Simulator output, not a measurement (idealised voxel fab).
Documented hereafter: the process module known as voxel wiring stack.
In the cross-section labelled cut, the width is 240 nm and each square cell is 5 nm.
Just so we're on the same page, the cross-sections are grids of square cells, and they're listed out in bands top to bottom, each band one or more rows deep.
Heights first: top, then bottom, in nm. Then materials, left to right, each with a width in nm. "all across" on a single material: fills the band edge to edge. "empty": empty space.
Basically, 0 is our baseline, since under it the wafer straight out of the box is all one material. The bottom band has no lower end and keeps on going down, so it looks like "0 -> down".
Graded width ("30..40"): value in top row of band = first number; value in bottom row = second number; row-to-row change constant.
The cross-section has no changed cell in any step marked "same as before".
"Closed void entries" enumerates empty spaces isolated from the top, with no open way to it, that contain at least 8 cells, giving each as width x height at distance from the left edge, all three in nm.
It should be noted that, on the line of a given step, the content following the step's settings is a remark produced by the simulator itself with respect to that step.
overlay nm: for a step with a mask, the amount by which the mask lay right of where it was planned; a negative amount means left of it.

-- The steps planned for the process are as follows
1,RECEIVE: material Si
2,CONFORMAL_DEP: material SiO2, thk nm 10
3,CONFORMAL_DEP: material SiN, thk nm 5
4,DIRECTIONAL_DEP: material lowk, thk nm 15
5,MASKED_ETCH: tone open, mask id METAL_1, width nm 30, pitch nm 45, etch materials lowk, depth nm 15, overlay nm 0
6,MASKED_ETCH: tone open, mask id METAL_1, width nm 30, pitch nm 45, etch materials SiN, depth nm 5, overlay nm 0
7,CONFORMAL_DEP: material TiN, thk nm 5
8,FILL_DEP: material Cu, thk nm 5
9,CMP: height nm 30
10,CONFORMAL_DEP: material SiCN, thk nm 5
11,DIRECTIONAL_DEP: material SiO2, thk nm 10
12,PATTERN: tone open, mask id PLUG_1, material resist, width nm 15, pitch nm 45, thk nm 20, overlay nm 0
13,DIRECTIONAL_ETCH: etch materials SiO2, depth nm 10
14,DIRECTIONAL_ETCH: etch materials SiCN, depth nm 5
15,STRIP: etch materials resist
16,CONFORMAL_DEP: material TiN, thk nm 5
17,FILL_DEP: material W, thk nm 5
18,CMP: height nm 45
19,DIRECTIONAL_DEP: material TiN, thk nm 5
20,DIRECTIONAL_DEP: material W, thk nm 15
21,PATTERN: tone cover, mask id METAL_2, material resist, width nm 30, pitch nm 45, thk nm 20, overlay nm 0
22,DIRECTIONAL_ETCH: etch materials W, depth nm 15
23,DIRECTIONAL_ETCH: etch materials TiN, depth nm 5
24,STRIP: etch materials resist
25,FILL_DEP: material lowk, thk nm 10
26,CMP: height nm 65
27,CONFORMAL_DEP: material SiCN, thk nm 5
28,DIRECTIONAL_DEP: material lowk, thk nm 10
29,PATTERN: tone open, mask id PLUG_2, material resist, width nm 15, pitch nm 90, thk nm 15, overlay nm 0
30,DIRECTIONAL_ETCH: etch materials lowk, depth nm 10
31,DIRECTIONAL_ETCH: etch materials SiCN, depth nm 5
32,STRIP: etch materials resist
33,EPI: material Ru, thk nm 10
34,EPI: material Ru, thk nm 5
35,CONFORMAL_DEP: material SiCN, thk nm 5
36,DIRECTIONAL_DEP: material SiO2, thk nm 20
37,MASKED_ETCH: tone open, mask id METAL_3, width nm 30, pitch nm 45, etch materials SiO2, depth nm 20, overlay nm 0
38,MASKED_ETCH: tone open, mask id METAL_3, width nm 30, pitch nm 45, etch materials SiCN, depth nm 5, overlay nm 0
39,CONFORMAL_DEP: material TiN, thk nm 5
40,FILL_DEP: material Cu, thk nm 10
41,CMP: height nm 105
42,CONFORMAL_DEP: material SiCN, thk nm 5
43,DIRECTIONAL_DEP: material lowk, thk nm 35
44,MASKED_ETCH: tone open, mask id METAL_4, width nm 30, pitch nm 45, etch materials lowk, depth nm 20, overlay nm 0
45,MASKED_ETCH: tone open, mask id METAL_4_HOLES, width nm 15, pitch nm 45, etch materials lowk, depth nm 15, overlay nm 0
46,MASKED_ETCH: tone open, mask id METAL_4_HOLES, width nm 15, pitch nm 45, etch materials SiCN, depth nm 5, overlay nm 0
47,CONFORMAL_DEP: material TiN, thk nm 5
48,FILL_DEP: material Cu, thk nm 5
49,CMP: height nm 145
50,CONFORMAL_DEP: material SiN, thk nm 5

-- First of two wafers, processed according to plan

-- Incoming wafer, cross-sectional view, post step 1
  0 -> down = Si all across
  Closed void entries: none

-- Step 2 done - wafer cross-section
  10 -> 0 = SiO2 all across
  All layers under 0 are left as they were.

-- Step 3 done - wafer cross-section
  15 -> 10 = SiN all across
  All layers under 10 are left as they were.

-- Step 4 done - wafer cross-section
  30 -> 15 = lowk all across
  All layers under 15 are left as they were.

-- Step 5 done - wafer cross-section
  30 -> 15 = lowk 60 nm; empty 30 nm; lowk 15 nm; empty 30 nm; lowk 15 nm; empty 30 nm; lowk 60 nm
  All layers under 15 are left as they were.

-- Step 6 done - wafer cross-section
  30 -> 15 = lowk 60 nm; empty 30 nm; lowk 15 nm; empty 30 nm; lowk 15 nm; empty 30 nm; lowk 60 nm
  15 -> 10 = SiN 60 nm; empty 30 nm; SiN 15 nm; empty 30 nm; SiN 15 nm; empty 30 nm; SiN 60 nm
  All layers under 10 are left as they were.

-- Step 7 done - wafer cross-section
  35 -> 30 = TiN 65 nm; empty 20 nm; TiN 25 nm; empty 20 nm; TiN 25 nm; empty 20 nm; TiN 65 nm
  30 -> 15 = lowk 60 nm; TiN 5 nm; empty 20 nm; TiN 5 nm; lowk 15 nm; TiN 5 nm; empty 20 nm; TiN 5 nm; lowk 15 nm; TiN 5 nm; empty 20 nm; TiN 5 nm; lowk 60 nm
  15 -> 10 = SiN 60 nm; TiN 30 nm; SiN 15 nm; TiN 30 nm; SiN 15 nm; TiN 30 nm; SiN 60 nm
  All layers under 10 are left as they were.

-- Step 8 done - wafer cross-section
  40 -> 35 = Cu all across
  35 -> 30 = TiN 65 nm; Cu 20 nm; TiN 25 nm; Cu 20 nm; TiN 25 nm; Cu 20 nm; TiN 65 nm
  30 -> 15 = lowk 60 nm; TiN 5 nm; Cu 20 nm; TiN 5 nm; lowk 15 nm; TiN 5 nm; Cu 20 nm; TiN 5 nm; lowk 15 nm; TiN 5 nm; Cu 20 nm; TiN 5 nm; lowk 60 nm
  All layers under 15 are left as they were.

-- Step 9 done - wafer cross-section
  30 -> 15 = lowk 60 nm; TiN 5 nm; Cu 20 nm; TiN 5 nm; lowk 15 nm; TiN 5 nm; Cu 20 nm; TiN 5 nm; lowk 15 nm; TiN 5 nm; Cu 20 nm; TiN 5 nm; lowk 60 nm
  All layers under 15 are left as they were.

-- Step 10 done - wafer cross-section
  35 -> 30 = SiCN all across
  All layers under 30 are left as they were.

-- Step 11 done - wafer cross-section
  45 -> 35 = SiO2 all across
  All layers under 35 are left as they were.

-- Step 12 done - wafer cross-section
  65 -> 45 = resist 60 nm; empty 15 nm; resist 30 nm; empty 15 nm; resist 30 nm; empty 15 nm; resist 75 nm
  All layers under 45 are left as they were.

-- Step 13 done - wafer cross-section
  65 -> 45 = resist 60 nm; empty 15 nm; resist 30 nm; empty 15 nm; resist 30 nm; empty 15 nm; resist 75 nm
  45 -> 35 = SiO2 60 nm; empty 15 nm; SiO2 30 nm; empty 15 nm; SiO2 30 nm; empty 15 nm; SiO2 75 nm
  All layers under 35 are left as they were.

-- Step 14 done - wafer cross-section
  65 -> 45 = resist 60 nm; empty 15 nm; resist 30 nm; empty 15 nm; resist 30 nm; empty 15 nm; resist 75 nm
  45 -> 35 = SiO2 60 nm; empty 15 nm; SiO2 30 nm; empty 15 nm; SiO2 30 nm; empty 15 nm; SiO2 75 nm
  35 -> 30 = SiCN 60 nm; empty 15 nm; SiCN 30 nm; empty 15 nm; SiCN 30 nm; empty 15 nm; SiCN 75 nm
  All layers under 30 are left as they were.

-- Step 15 done - wafer cross-section
  45 -> 35 = SiO2 60 nm; empty 15 nm; SiO2 30 nm; empty 15 nm; SiO2 30 nm; empty 15 nm; SiO2 75 nm
  All layers under 35 are left as they were.

-- Step 16 done - wafer cross-section
  50 -> 45 = TiN 65 nm; empty 5 nm; TiN 40 nm; empty 5 nm; TiN 40 nm; empty 5 nm; TiN 80 nm
  45 -> 35 = SiO2 60 nm; TiN 5 nm; empty 5 nm; TiN 5 nm; SiO2 30 nm; TiN 5 nm; empty 5 nm; TiN 5 nm; SiO2 30 nm; TiN 5 nm; empty 5 nm; TiN 5 nm; SiO2 75 nm
  35 -> 30 = SiCN 60 nm; TiN 15 nm; SiCN 30 nm; TiN 15 nm; SiCN 30 nm; TiN 15 nm; SiCN 75 nm
  All layers under 30 are left as they were.

-- Step 17 done - wafer cross-section
  55 -> 50 = W all across
  50 -> 45 = TiN 65 nm; W 5 nm; TiN 40 nm; W 5 nm; TiN 40 nm; W 5 nm; TiN 80 nm
  45 -> 35 = SiO2 60 nm; TiN 5 nm; W 5 nm; TiN 5 nm; SiO2 30 nm; TiN 5 nm; W 5 nm; TiN 5 nm; SiO2 30 nm; TiN 5 nm; W 5 nm; TiN 5 nm; SiO2 75 nm
  All layers under 35 are left as they were.

-- Step 18 done - wafer cross-section
  45 -> 35 = SiO2 60 nm; TiN 5 nm; W 5 nm; TiN 5 nm; SiO2 30 nm; TiN 5 nm; W 5 nm; TiN 5 nm; SiO2 30 nm; TiN 5 nm; W 5 nm; TiN 5 nm; SiO2 75 nm
  All layers under 35 are left as they were.

-- Step 19 done - wafer cross-section
  50 -> 45 = TiN all across
  All layers under 45 are left as they were.

-- Step 20 done - wafer cross-section
  65 -> 50 = W all across
  All layers under 50 are left as they were.

-- Step 21 done - wafer cross-section
  85 -> 65 = empty 60 nm; resist 30 nm; empty 15 nm; resist 30 nm; empty 15 nm; resist 30 nm; empty 60 nm
  All layers under 65 are left as they were.

-- Step 22 done - wafer cross-section
  85 -> 65 = empty 60 nm; resist 30 nm; empty 15 nm; resist 30 nm; empty 15 nm; resist 30 nm; empty 60 nm
  65 -> 50 = empty 60 nm; W 30 nm; empty 15 nm; W 30 nm; empty 15 nm; W 30 nm; empty 60 nm
  All layers under 50 are left as they were.

-- Step 23 done - wafer cross-section
  85 -> 65 = empty 60 nm; resist 30 nm; empty 15 nm; resist 30 nm; empty 15 nm; resist 30 nm; empty 60 nm
  65 -> 50 = empty 60 nm; W 30 nm; empty 15 nm; W 30 nm; empty 15 nm; W 30 nm; empty 60 nm
  50 -> 45 = empty 60 nm; TiN 30 nm; empty 15 nm; TiN 30 nm; empty 15 nm; TiN 30 nm; empty 60 nm
  All layers under 45 are left as they were.

-- Step 24 done - wafer cross-section
  65 -> 50 = empty 60 nm; W 30 nm; empty 15 nm; W 30 nm; empty 15 nm; W 30 nm; empty 60 nm
  All layers under 50 are left as they were.

-- Step 25 done - wafer cross-section
  75 -> 65 = lowk all across
  65 -> 50 = lowk 60 nm; W 30 nm; lowk 15 nm; W 30 nm; lowk 15 nm; W 30 nm; lowk 60 nm
  50 -> 45 = lowk 60 nm; TiN 30 nm; lowk 15 nm; TiN 30 nm; lowk 15 nm; TiN 30 nm; lowk 60 nm
  All layers under 45 are left as they were.

-- Step 26 done - wafer cross-section
  65 -> 50 = lowk 60 nm; W 30 nm; lowk 15 nm; W 30 nm; lowk 15 nm; W 30 nm; lowk 60 nm
  All layers under 50 are left as they were.

-- Step 27 done - wafer cross-section
  70 -> 65 = SiCN all across
  All layers under 65 are left as they were.

-- Step 28 done - wafer cross-section
  80 -> 70 = lowk all across
  All layers under 70 are left as they were.

-- Step 29 done - wafer cross-section
  95 -> 80 = resist 60 nm; empty 15 nm; resist 75 nm; empty 15 nm; resist 75 nm
  All layers under 80 are left as they were.

-- Step 30 done - wafer cross-section
  95 -> 80 = resist 60 nm; empty 15 nm; resist 75 nm; empty 15 nm; resist 75 nm
  80 -> 70 = lowk 60 nm; empty 15 nm; lowk 75 nm; empty 15 nm; lowk 75 nm
  All layers under 70 are left as they were.

-- Step 31 done - wafer cross-section
  95 -> 80 = resist 60 nm; empty 15 nm; resist 75 nm; empty 15 nm; resist 75 nm
  80 -> 70 = lowk 60 nm; empty 15 nm; lowk 75 nm; empty 15 nm; lowk 75 nm
  70 -> 65 = SiCN 60 nm; empty 15 nm; SiCN 75 nm; empty 15 nm; SiCN 75 nm
  All layers under 65 are left as they were.

-- Step 32 done - wafer cross-section
  80 -> 70 = lowk 60 nm; empty 15 nm; lowk 75 nm; empty 15 nm; lowk 75 nm
  All layers under 70 are left as they were.

-- Step 33 done - wafer cross-section
  80 -> 75 = lowk 60 nm; empty 15 nm; lowk 75 nm; empty 15 nm; lowk 75 nm
  75 -> 70 = lowk 60 nm; Ru 15 nm; lowk 75 nm; Ru 15 nm; lowk 75 nm
  70 -> 65 = SiCN 60 nm; Ru 15 nm; SiCN 75 nm; Ru 15 nm; SiCN 75 nm
  All layers under 65 are left as they were.

-- Step 34 done - wafer cross-section
  80 -> 70 = lowk 60 nm; Ru 15 nm; lowk 75 nm; Ru 15 nm; lowk 75 nm
  All layers under 70 are left as they were.

-- Step 35 done - wafer cross-section
  85 -> 80 = SiCN all across
  All layers under 80 are left as they were.

-- Step 36 done - wafer cross-section
  105 -> 85 = SiO2 all across
  All layers under 85 are left as they were.

-- Step 37 done - wafer cross-section
  105 -> 85 = SiO2 60 nm; empty 30 nm; SiO2 15 nm; empty 30 nm; SiO2 15 nm; empty 30 nm; SiO2 60 nm
  All layers under 85 are left as they were.

-- Step 38 done - wafer cross-section
  105 -> 85 = SiO2 60 nm; empty 30 nm; SiO2 15 nm; empty 30 nm; SiO2 15 nm; empty 30 nm; SiO2 60 nm
  85 -> 80 = SiCN 60 nm; empty 30 nm; SiCN 15 nm; empty 30 nm; SiCN 15 nm; empty 30 nm; SiCN 60 nm
  All layers under 80 are left as they were.

-- Step 39 done - wafer cross-section
  110 -> 105 = TiN 65 nm; empty 20 nm; TiN 25 nm; empty 20 nm; TiN 25 nm; empty 20 nm; TiN 65 nm
  105 -> 85 = SiO2 60 nm; TiN 5 nm; empty 20 nm; TiN 5 nm; SiO2 15 nm; TiN 5 nm; empty 20 nm; TiN 5 nm; SiO2 15 nm; TiN 5 nm; empty 20 nm; TiN 5 nm; SiO2 60 nm
  85 -> 80 = SiCN 60 nm; TiN 30 nm; SiCN 15 nm; TiN 30 nm; SiCN 15 nm; TiN 30 nm; SiCN 60 nm
  All layers under 80 are left as they were.

-- Step 40 done - wafer cross-section
  120 -> 110 = Cu all across
  110 -> 105 = TiN 65 nm; Cu 20 nm; TiN 25 nm; Cu 20 nm; TiN 25 nm; Cu 20 nm; TiN 65 nm
  105 -> 85 = SiO2 60 nm; TiN 5 nm; Cu 20 nm; TiN 5 nm; SiO2 15 nm; TiN 5 nm; Cu 20 nm; TiN 5 nm; SiO2 15 nm; TiN 5 nm; Cu 20 nm; TiN 5 nm; SiO2 60 nm
  All layers under 85 are left as they were.

-- Step 41 done - wafer cross-section
  105 -> 85 = SiO2 60 nm; TiN 5 nm; Cu 20 nm; TiN 5 nm; SiO2 15 nm; TiN 5 nm; Cu 20 nm; TiN 5 nm; SiO2 15 nm; TiN 5 nm; Cu 20 nm; TiN 5 nm; SiO2 60 nm
  All layers under 85 are left as they were.

-- Step 42 done - wafer cross-section
  110 -> 105 = SiCN all across
  All layers under 105 are left as they were.

-- Step 43 done - wafer cross-section
  145 -> 110 = lowk all across
  All layers under 110 are left as they were.

-- Step 44 done - wafer cross-section
  145 -> 125 = lowk 60 nm; empty 30 nm; lowk 15 nm; empty 30 nm; lowk 15 nm; empty 30 nm; lowk 60 nm
  All layers under 125 are left as they were.

-- Step 45 done - wafer cross-section
  145 -> 125 = lowk 60 nm; empty 30 nm; lowk 15 nm; empty 30 nm; lowk 15 nm; empty 30 nm; lowk 60 nm
  125 -> 110 = lowk 60 nm; empty 15 nm; lowk 30 nm; empty 15 nm; lowk 30 nm; empty 15 nm; lowk 75 nm
  All layers under 110 are left as they were.

-- Step 46 done - wafer cross-section
  145 -> 125 = lowk 60 nm; empty 30 nm; lowk 15 nm; empty 30 nm; lowk 15 nm; empty 30 nm; lowk 60 nm
  125 -> 110 = lowk 60 nm; empty 15 nm; lowk 30 nm; empty 15 nm; lowk 30 nm; empty 15 nm; lowk 75 nm
  110 -> 105 = SiCN 60 nm; empty 15 nm; SiCN 30 nm; empty 15 nm; SiCN 30 nm; empty 15 nm; SiCN 75 nm
  All layers under 105 are left as they were.

-- Step 47 done - wafer cross-section
  150 -> 145 = TiN 65 nm; empty 20 nm; TiN 25 nm; empty 20 nm; TiN 25 nm; empty 20 nm; TiN 65 nm
  145 -> 130 = lowk 60 nm; TiN 5 nm; empty 20 nm; TiN 5 nm; lowk 15 nm; TiN 5 nm; empty 20 nm; TiN 5 nm; lowk 15 nm; TiN 5 nm; empty 20 nm; TiN 5 nm; lowk 60 nm
  130 -> 125 = lowk 60 nm; TiN 5 nm; empty 5 nm; TiN 20 nm; lowk 15 nm; TiN 5 nm; empty 5 nm; TiN 20 nm; lowk 15 nm; TiN 5 nm; empty 5 nm; TiN 20 nm; lowk 60 nm
  125 -> 110 = lowk 60 nm; TiN 5 nm; empty 5 nm; TiN 5 nm; lowk 30 nm; TiN 5 nm; empty 5 nm; TiN 5 nm; lowk 30 nm; TiN 5 nm; empty 5 nm; TiN 5 nm; lowk 75 nm
  110 -> 105 = SiCN 60 nm; TiN 15 nm; SiCN 30 nm; TiN 15 nm; SiCN 30 nm; TiN 15 nm; SiCN 75 nm
  All layers under 105 are left as they were.

-- Step 48 done - wafer cross-section
  155 -> 150 = Cu all across
  150 -> 145 = TiN 65 nm; Cu 20 nm; TiN 25 nm; Cu 20 nm; TiN 25 nm; Cu 20 nm; TiN 65 nm
  145 -> 130 = lowk 60 nm; TiN 5 nm; Cu 20 nm; TiN 5 nm; lowk 15 nm; TiN 5 nm; Cu 20 nm; TiN 5 nm; lowk 15 nm; TiN 5 nm; Cu 20 nm; TiN 5 nm; lowk 60 nm
  130 -> 125 = lowk 60 nm; TiN 5 nm; Cu 5 nm; TiN 20 nm; lowk 15 nm; TiN 5 nm; Cu 5 nm; TiN 20 nm; lowk 15 nm; TiN 5 nm; Cu 5 nm; TiN 20 nm; lowk 60 nm
  125 -> 110 = lowk 60 nm; TiN 5 nm; Cu 5 nm; TiN 5 nm; lowk 30 nm; TiN 5 nm; Cu 5 nm; TiN 5 nm; lowk 30 nm; TiN 5 nm; Cu 5 nm; TiN 5 nm; lowk 75 nm
  All layers under 110 are left as they were.

-- Step 49 done - wafer cross-section
  145 -> 130 = lowk 60 nm; TiN 5 nm; Cu 20 nm; TiN 5 nm; lowk 15 nm; TiN 5 nm; Cu 20 nm; TiN 5 nm; lowk 15 nm; TiN 5 nm; Cu 20 nm; TiN 5 nm; lowk 60 nm
  All layers under 130 are left as they were.

-- Step 50 done - wafer cross-section
  150 -> 145 = SiN all across
  All layers under 145 are left as they were.

-- Companion wafer, the second of two: same beginning, same intended sequence, one mistake in carrying it out; through step 40 inclusive it tracks the first exactly

Look at the second wafer in cross-section at the time step 41 ought to have finished: same as before

-- Look at the second wafer in cross-section at the time step 42 ought to have finished
  125 -> 120 = SiCN all across
  All layers under 120 are left as they were.

-- Look at the second wafer in cross-section at the time step 43 ought to have finished
  160 -> 125 = lowk all across
  All layers under 125 are left as they were.

-- Look at the second wafer in cross-section at the time step 44 ought to have finished
  160 -> 140 = lowk 60 nm; empty 30 nm; lowk 15 nm; empty 30 nm; lowk 15 nm; empty 30 nm; lowk 60 nm
  All layers under 140 are left as they were.

-- Look at the second wafer in cross-section at the time step 45 ought to have finished
  160 -> 140 = lowk 60 nm; empty 30 nm; lowk 15 nm; empty 30 nm; lowk 15 nm; empty 30 nm; lowk 60 nm
  140 -> 125 = lowk 60 nm; empty 15 nm; lowk 30 nm; empty 15 nm; lowk 30 nm; empty 15 nm; lowk 75 nm
  All layers under 125 are left as they were.

-- Look at the second wafer in cross-section at the time step 46 ought to have finished
  160 -> 140 = lowk 60 nm; empty 30 nm; lowk 15 nm; empty 30 nm; lowk 15 nm; empty 30 nm; lowk 60 nm
  140 -> 125 = lowk 60 nm; empty 15 nm; lowk 30 nm; empty 15 nm; lowk 30 nm; empty 15 nm; lowk 75 nm
  125 -> 120 = SiCN 60 nm; empty 15 nm; SiCN 30 nm; empty 15 nm; SiCN 30 nm; empty 15 nm; SiCN 75 nm
  All layers under 120 are left as they were.

-- Look at the second wafer in cross-section at the time step 47 ought to have finished
  165 -> 160 = TiN 65 nm; empty 20 nm; TiN 25 nm; empty 20 nm; TiN 25 nm; empty 20 nm; TiN 65 nm
  160 -> 145 = lowk 60 nm; TiN 5 nm; empty 20 nm; TiN 5 nm; lowk 15 nm; TiN 5 nm; empty 20 nm; TiN 5 nm; lowk 15 nm; TiN 5 nm; empty 20 nm; TiN 5 nm; lowk 60 nm
  145 -> 140 = lowk 60 nm; TiN 5 nm; empty 5 nm; TiN 20 nm; lowk 15 nm; TiN 5 nm; empty 5 nm; TiN 20 nm; lowk 15 nm; TiN 5 nm; empty 5 nm; TiN 20 nm; lowk 60 nm
  140 -> 125 = lowk 60 nm; TiN 5 nm; empty 5 nm; TiN 5 nm; lowk 30 nm; TiN 5 nm; empty 5 nm; TiN 5 nm; lowk 30 nm; TiN 5 nm; empty 5 nm; TiN 5 nm; lowk 75 nm
  125 -> 120 = SiCN 60 nm; TiN 15 nm; SiCN 30 nm; TiN 15 nm; SiCN 30 nm; TiN 15 nm; SiCN 75 nm
  All layers under 120 are left as they were.

-- Look at the second wafer in cross-section at the time step 48 ought to have finished
  170 -> 165 = Cu all across
  165 -> 160 = TiN 65 nm; Cu 20 nm; TiN 25 nm; Cu 20 nm; TiN 25 nm; Cu 20 nm; TiN 65 nm
  160 -> 145 = lowk 60 nm; TiN 5 nm; Cu 20 nm; TiN 5 nm; lowk 15 nm; TiN 5 nm; Cu 20 nm; TiN 5 nm; lowk 15 nm; TiN 5 nm; Cu 20 nm; TiN 5 nm; lowk 60 nm
  145 -> 140 = lowk 60 nm; TiN 5 nm; Cu 5 nm; TiN 20 nm; lowk 15 nm; TiN 5 nm; Cu 5 nm; TiN 20 nm; lowk 15 nm; TiN 5 nm; Cu 5 nm; TiN 20 nm; lowk 60 nm
  140 -> 125 = lowk 60 nm; TiN 5 nm; Cu 5 nm; TiN 5 nm; lowk 30 nm; TiN 5 nm; Cu 5 nm; TiN 5 nm; lowk 30 nm; TiN 5 nm; Cu 5 nm; TiN 5 nm; lowk 75 nm
  All layers under 125 are left as they were.

-- Look at the second wafer in cross-section at the time step 49 ought to have finished
  145 -> 140 = lowk 60 nm; TiN 5 nm; Cu 5 nm; TiN 20 nm; lowk 15 nm; TiN 5 nm; Cu 5 nm; TiN 20 nm; lowk 15 nm; TiN 5 nm; Cu 5 nm; TiN 20 nm; lowk 60 nm
  All layers under 140 are left as they were.

-- Look at the second wafer in cross-section at the time step 50 ought to have finished
  150 -> 145 = SiN all across
  All layers under 145 are left as they were.
What was done differently from what was planned? step 41 was dropped from the plan's execution and never run
Final cells, second wafer relative to first, materials higher or lower: Cu: 72 more | TiN: 18 more | lowk: 90 fewer
